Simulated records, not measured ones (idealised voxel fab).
Process module name: voxel quadruple lines
We display cut, a cross-section 235 nm in width whose square cells are each 5 nm.
Reading order for cross-sections: top band down to bottom band. Underlying form: a grid of square cells. Band size: one or more rows of cells. It is stipulated that each band's entry specify, in nanometres, the height of the top of the band and then that of its bottom, followed by the materials of the band in left-to-right sequence, each together with its width in nanometres. A single material marked by the word "everywhere" is understood to fill the band from edge to edge; the word "blank" is understood to denote empty space. Basically, 0 is our baseline, since under it the wafer straight out of the box is all one material. The bottom band has no lower end and keeps on going down, so it looks like "0 nm and below". The width entry "30->40" should be interpreted row by row: the top row of cells in the band takes the first number, the bottom row takes the second number, and the change between adjacent rows is uniform throughout. Step note "no modification" = no cross-section cell changed. The entry titled "Closed void table" provides the empty spaces that have no open way to the top, restricted to those of 8 cells or more. Each is presented as width x height at distance, the distance being measured from the left edge, with all three in nm. If you see something after the settings on a step's line, that's the simulator's own remark about that step. overlay nm: where the mask lay relative to plan, measured to the right, on steps with a mask; negatives go left.

The following list gives the planned process steps
1,op RECEIVE | material Si
2,op CONFORMAL_DEP | material SiO2 | thk nm 5
3,op DIRECTIONAL_DEP | material Ru | thk nm 15
4,op DIRECTIONAL_DEP | material polySi | thk nm 15
5,op DIRECTIONAL_DEP | material aC | thk nm 25
6,op PATTERN | tone cover | mask id MANDREL | material resist | width nm 25 | pitch nm 80 | thk nm 35 | overlay nm 0
7,op DIRECTIONAL_ETCH | etch materials aC | depth nm 25
8,op STRIP | etch materials resist
9,op CONFORMAL_DEP | material SiO2 | thk nm 15
10,op DIRECTIONAL_ETCH | etch materials SiO2 | depth nm 15
11,op STRIP | etch materials aC
12,op DIRECTIONAL_ETCH | etch materials polySi | depth nm 15
13,op STRIP | etch materials SiO2
14,op CONFORMAL_DEP | material SiCN | thk nm 5
15,op DIRECTIONAL_ETCH | etch materials SiCN | depth nm 5
16,op STRIP | etch materials polySi
17,op DIRECTIONAL_ETCH | etch materials Ru | depth nm 15
18,op STRIP | etch materials SiCN

First out of two wafers; run went to plan

As-received state of the wafer in cross-section, equivalent to post-step 1
- 0 nm and below: Si everywhere
- Closed void table: none

Wafer section view after processing step 2
- 5 nm to 0 nm: SiO2 everywhere
- Under the height 0 nothing was changed.

Wafer section view after processing step 3
- 20 nm to 5 nm: Ru everywhere
- Under the height 5 nothing was changed.

Wafer section view after processing step 4
- 35 nm to 20 nm: polySi everywhere
- Under the height 20 nothing was changed.

Wafer section view after processing step 5
- 60 nm to 35 nm: aC everywhere
- Under the height 35 nothing was changed.

Wafer section view after processing step 6
- 95 nm to 60 nm: blank 65, resist 25, blank 55, resist 25, blank 65
- Under the height 60 nothing was changed.

Wafer section view after processing step 7
- 70 nm to 60 nm: blank 65, resist 25, blank 55, resist 25, blank 65
- 60 nm to 35 nm: blank 65, aC 25, blank 55, aC 25, blank 65
- Under the height 35 nothing was changed.

Wafer section view after processing step 8
- 60 nm to 35 nm: blank 65, aC 25, blank 55, aC 25, blank 65
- Under the height 35 nothing was changed.

Wafer section view after processing step 9
- 75 nm to 60 nm: blank 50, SiO2 55, blank 25, SiO2 55, blank 50
- 60 nm to 50 nm: blank 50, SiO2 15, aC 25, SiO2 15, blank 25, SiO2 15, aC 25, SiO2 15, blank 50
- 50 nm to 35 nm: SiO2 65, aC 25, SiO2 55, aC 25, SiO2 65
- Under the height 35 nothing was changed.

Wafer section view after processing step 10
- 60 nm to 35 nm: blank 50, SiO2 15, aC 25, SiO2 15, blank 25, SiO2 15, aC 25, SiO2 15, blank 50
- Under the height 35 nothing was changed.

Wafer section view after processing step 11
- 60 nm to 35 nm: blank 50, SiO2 15, blank 25, SiO2 15, blank 25, SiO2 15, blank 25, SiO2 15, blank 50
- Under the height 35 nothing was changed.

Wafer section view after processing step 12
- 60 nm to 35 nm: blank 50, SiO2 15, blank 25, SiO2 15, blank 25, SiO2 15, blank 25, SiO2 15, blank 50
- 35 nm to 20 nm: blank 50, polySi 15, blank 25, polySi 15, blank 25, polySi 15, blank 25, polySi 15, blank 50
- Under the height 20 nothing was changed.

Wafer section view after processing step 13
- 35 nm to 20 nm: blank 50, polySi 15, blank 25, polySi 15, blank 25, polySi 15, blank 25, polySi 15, blank 50
- Under the height 20 nothing was changed.

Wafer section view after processing step 14
- 40 nm to 35 nm: blank 45, SiCN 25, blank 15, SiCN 25, blank 15, SiCN 25, blank 15, SiCN 25, blank 45
- 35 nm to 25 nm: blank 45, SiCN 5, polySi 15, SiCN 5, blank 15, SiCN 5, polySi 15, SiCN 5, blank 15, SiCN 5, polySi 15, SiCN 5, blank 15, SiCN 5, polySi 15, SiCN 5, blank 45
- 25 nm to 20 nm: SiCN 50, polySi 15, SiCN 25, polySi 15, SiCN 25, polySi 15, SiCN 25, polySi 15, SiCN 50
- Under the height 20 nothing was changed.

Wafer section view after processing step 15
- 35 nm to 20 nm: blank 45, SiCN 5, polySi 15, SiCN 5, blank 15, SiCN 5, polySi 15, SiCN 5, blank 15, SiCN 5, polySi 15, SiCN 5, blank 15, SiCN 5, polySi 15, SiCN 5, blank 45
- Under the height 20 nothing was changed.

Wafer section view after processing step 16
- 35 nm to 20 nm: blank 45, SiCN 5, blank 15, SiCN 5, blank 15, SiCN 5, blank 15, SiCN 5, blank 15, SiCN 5, blank 15, SiCN 5, blank 15, SiCN 5, blank 15, SiCN 5, blank 45
- Under the height 20 nothing was changed.

Wafer section view after processing step 17
- 35 nm to 20 nm: blank 45, SiCN 5, blank 15, SiCN 5, blank 15, SiCN 5, blank 15, SiCN 5, blank 15, SiCN 5, blank 15, SiCN 5, blank 15, SiCN 5, blank 15, SiCN 5, blank 45
- 20 nm to 5 nm: blank 45, Ru 5, blank 15, Ru 5, blank 15, Ru 5, blank 15, Ru 5, blank 15, Ru 5, blank 15, Ru 5, blank 15, Ru 5, blank 15, Ru 5, blank 45
- Under the height 5 nothing was changed.

Wafer section view after processing step 18
- 20 nm to 5 nm: blank 45, Ru 5, blank 15, Ru 5, blank 15, Ru 5, blank 15, Ru 5, blank 15, Ru 5, blank 15, Ru 5, blank 15, Ru 5, blank 15, Ru 5, blank 45
- Under the height 5 nothing was changed.

The second wafer began exactly as the first did and followed the same plan, but one mistake was made while running it; through step 3 inclusive, the two wafers are identical

Cross-section of the second wafer at the time by which step 4 should have been completed according to the plan
- 45 nm to 20 nm: aC everywhere
- Under the height 20 nothing was changed.

Cross-section of the second wafer at the time by which step 5 should have been completed according to the plan
- 60 nm to 45 nm: polySi everywhere
- Under the height 45 nothing was changed.

Cross-section of the second wafer at the time by which step 6 should have been completed according to the plan
- 95 nm to 60 nm: blank 65, resist 25, blank 55, resist 25, blank 65
- Under the height 60 nothing was changed.

Cross-section of the second wafer at the time by which step 7 should have been completed according to the plan
- 70 nm to 60 nm: blank 65, resist 25, blank 55, resist 25, blank 65
- Under the height 60 nothing was changed.

Cross-section of the second wafer at the time by which step 8 should have been completed according to the plan
- 60 nm to 45 nm: polySi everywhere
- Under the height 45 nothing was changed.

Cross-section of the second wafer at the time by which step 9 should have been completed according to the plan
- 75 nm to 60 nm: SiO2 everywhere
- Under the height 60 nothing was changed.

Cross-section of the second wafer at the time by which step 10 should have been completed according to the plan
- 60 nm to 45 nm: polySi everywhere
- Under the height 45 nothing was changed.

Cross-section of the second wafer at the time by which step 11 should have been completed according to the plan: no modification

Cross-section of the second wafer at the time by which step 12 should have been completed according to the plan
- 45 nm to 20 nm: aC everywhere
- Under the height 20 nothing was changed.

Cross-section of the second wafer at the time by which step 13 should have been completed according to the plan: no modification

Cross-section of the second wafer at the time by which step 14 should have been completed according to the plan
- 50 nm to 45 nm: SiCN everywhere
- Under the height 45 nothing was changed.

Cross-section of the second wafer at the time by which step 15 should have been completed according to the plan
- 45 nm to 20 nm: aC everywhere
- Under the height 20 nothing was changed.

Cross-section of the second wafer at the time by which step 16 should have been completed according to the plan: no modification

Cross-section of the second wafer at the time by which step 17 should have been completed according to the plan: no modification

Cross-section of the second wafer at the time by which step 18 should have been completed according to the plan: no modification
The mistake made against the process plan was this: order of steps 4 and 5 inverted relative to the plan
Bottom line after processing is that, in cells, the second wafer is up or down on some materials versus the first: Ru +117, aC +235
